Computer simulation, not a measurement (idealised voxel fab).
The process module that follows is named voxel spacer lines.
Section shown: cut. Width: 205 nm. Cell size: 5 nm, square.
Cross-section = grid of square cells, listed top down in bands; band = one or more rows.
It is stipulated that each band's entry specify, in nanometres, the height of the top of the band and then that of its bottom, followed by the materials of the band in left-to-right sequence, each together with its width in nanometres. A single material marked by the word "throughout" is understood to fill the band from edge to edge; the word "empty" is understood to denote empty space.
The reference from which all heights are counted is 0, the level beneath which the as-received wafer is entirely one material; the lowest band, having no lower bound, proceeds downward and is written after the example "0..down".
When a width is written as two numbers, as in "30->40", the first number is the width in the top row of cells of the band and the second is the width in its bottom row, and the width changes by the same amount from each row to the next.
Key: "stayed the same" - step with no changed cell in the cross-section.
Listed in "Sealed voids": every empty space of 8 or more cells without an open way to the top. Form: width x height at distance, the distance being from the left edge, all in nm.
after a step's settings: what the simulator itself notes on the step
overlay nm: mask right of planned place by this much (step with mask). Neg. = left.
Set out below are the planned steps of the process:
1,RECEIVE,material Si
2,CONFORMAL_DEP,material Al2O3,thk nm 10
3,DIRECTIONAL_DEP,material SiN,thk nm 20
4,DIRECTIONAL_DEP,material polySi,thk nm 20
5,PATTERN,tone cover,mask id MANDREL,material resist,width nm 20,pitch nm 70,thk nm 30,overlay nm 0
6,DIRECTIONAL_ETCH,etch materials polySi,depth nm 20
7,STRIP,etch materials resist
8,CONFORMAL_DEP,material SiO2,thk nm 15
9,DIRECTIONAL_ETCH,etch materials SiO2,depth nm 15
10,STRIP,etch materials polySi
11,DIRECTIONAL_ETCH,etch materials SiN,depth nm 20
12,STRIP,etch materials SiO2
Of two wafers, the first: run according to plan:
As-received wafer cross-section (after step 1):
* 0..down: Si throughout
* Sealed voids: none
Cross-section: wafer state after step 2:
* 10..0: Al2O3 throughout
* below 0: unchanged
Cross-section: wafer state after step 3:
* 30..10: SiN throughout
* below 10: unchanged
Cross-section: wafer state after step 4:
* 50..30: polySi throughout
* below 30: unchanged
Cross-section: wafer state after step 5:
* 80..50: empty 20, resist 20, empty 50, resist 20, empty 50, resist 20, empty 25
* below 50: unchanged
Cross-section: wafer state after step 6:
* 80..50: empty 20, resist 20, empty 50, resist 20, empty 50, resist 20, empty 25
* 50..30: empty 20, polySi 20, empty 50, polySi 20, empty 50, polySi 20, empty 25
* below 30: unchanged
Cross-section: wafer state after step 7:
* 50..30: empty 20, polySi 20, empty 50, polySi 20, empty 50, polySi 20, empty 25
* below 30: unchanged
Cross-section: wafer state after step 8:
* 65..50: empty 5, SiO2 50, empty 20, SiO2 50, empty 20, SiO2 50, empty 10
* 50..45: empty 5, SiO2 15, polySi 20, SiO2 15, empty 20, SiO2 15, polySi 20, SiO2 15, empty 20, SiO2 15, polySi 20, SiO2 15, empty 10
* 45..30: SiO2 20, polySi 20, SiO2 50, polySi 20, SiO2 50, polySi 20, SiO2 25
* below 30: unchanged
Cross-section: wafer state after step 9:
* 50..30: empty 5, SiO2 15, polySi 20, SiO2 15, empty 20, SiO2 15, polySi 20, SiO2 15, empty 20, SiO2 15, polySi 20, SiO2 15, empty 10
* below 30: unchanged
Cross-section: wafer state after step 10:
* 50..30: empty 5, SiO2 15, empty 20, SiO2 15, empty 20, SiO2 15, empty 20, SiO2 15, empty 20, SiO2 15, empty 20, SiO2 15, empty 10
* below 30: unchanged
Cross-section: wafer state after step 11:
* 50..30: empty 5, SiO2 15, empty 20, SiO2 15, empty 20, SiO2 15, empty 20, SiO2 15, empty 20, SiO2 15, empty 20, SiO2 15, empty 10
* 30..10: empty 5, SiN 15, empty 20, SiN 15, empty 20, SiN 15, empty 20, SiN 15, empty 20, SiN 15, empty 20, SiN 15, empty 10
* below 10: unchanged
Cross-section: wafer state after step 12:
* 30..10: empty 5, SiN 15, empty 20, SiN 15, empty 20, SiN 15, empty 20, SiN 15, empty 20, SiN 15, empty 20, SiN 15, empty 10
* below 10: unchanged
Regarding the second of the two wafers: it shared the first wafer's starting condition and process plan, yet one error occurred during its execution. Its history coincides with that of the first wafer up to and including step 4:
Planned end of step 5: second wafer, cross-section:
* 80..50: empty 20, resist 25, empty 45, resist 25, empty 45, resist 25, empty 20
* below 50: unchanged
Planned end of step 6: second wafer, cross-section:
* 80..50: empty 20, resist 25, empty 45, resist 25, empty 45, resist 25, empty 20
* 50..30: empty 20, polySi 25, empty 45, polySi 25, empty 45, polySi 25, empty 20
* below 30: unchanged
Planned end of step 7: second wafer, cross-section:
* 50..30: empty 20, polySi 25, empty 45, polySi 25, empty 45, polySi 25, empty 20
* below 30: unchanged
Planned end of step 8: second wafer, cross-section:
* 65..50: empty 5, SiO2 55, empty 15, SiO2 55, empty 15, SiO2 55, empty 5
* 50..45: empty 5, SiO2 15, polySi 25, SiO2 15, empty 15, SiO2 15, polySi 25, SiO2 15, empty 15, SiO2 15, polySi 25, SiO2 15, empty 5
* 45..30: SiO2 20, polySi 25, SiO2 45, polySi 25, SiO2 45, polySi 25, SiO2 20
* below 30: unchanged
Planned end of step 9: second wafer, cross-section:
* 50..30: empty 5, SiO2 15, polySi 25, SiO2 15, empty 15, SiO2 15, polySi 25, SiO2 15, empty 15, SiO2 15, polySi 25, SiO2 15, empty 5
* below 30: unchanged
Planned end of step 10: second wafer, cross-section:
* 50..30: empty 5, SiO2 15, empty 25, SiO2 15, empty 15, SiO2 15, empty 25, SiO2 15, empty 15, SiO2 15, empty 25, SiO2 15, empty 5
* below 30: unchanged
Planned end of step 11: second wafer, cross-section:
* 50..30: empty 5, SiO2 15, empty 25, SiO2 15, empty 15, SiO2 15, empty 25, SiO2 15, empty 15, SiO2 15, empty 25, SiO2 15, empty 5
* 30..10: empty 5, SiN 15, empty 25, SiN 15, empty 15, SiN 15, empty 25, SiN 15, empty 15, SiN 15, empty 25, SiN 15, empty 5
* below 10: unchanged
Planned end of step 12: second wafer, cross-section:
* 30..10: empty 5, SiN 15, empty 25, SiN 15, empty 15, SiN 15, empty 25, SiN 15, empty 15, SiN 15, empty 25, SiN 15, empty 5
* below 10: unchanged
Error vs. plan: step 5 ran with different settings than intended, the actual operation and settings being PATTERN,tone cover,mask id MANDREL,material resist,width nm 25,pitch nm 70,thk nm 30,overlay nm 0
End check, second vs first wafer: material counts in cells match, positions do not.
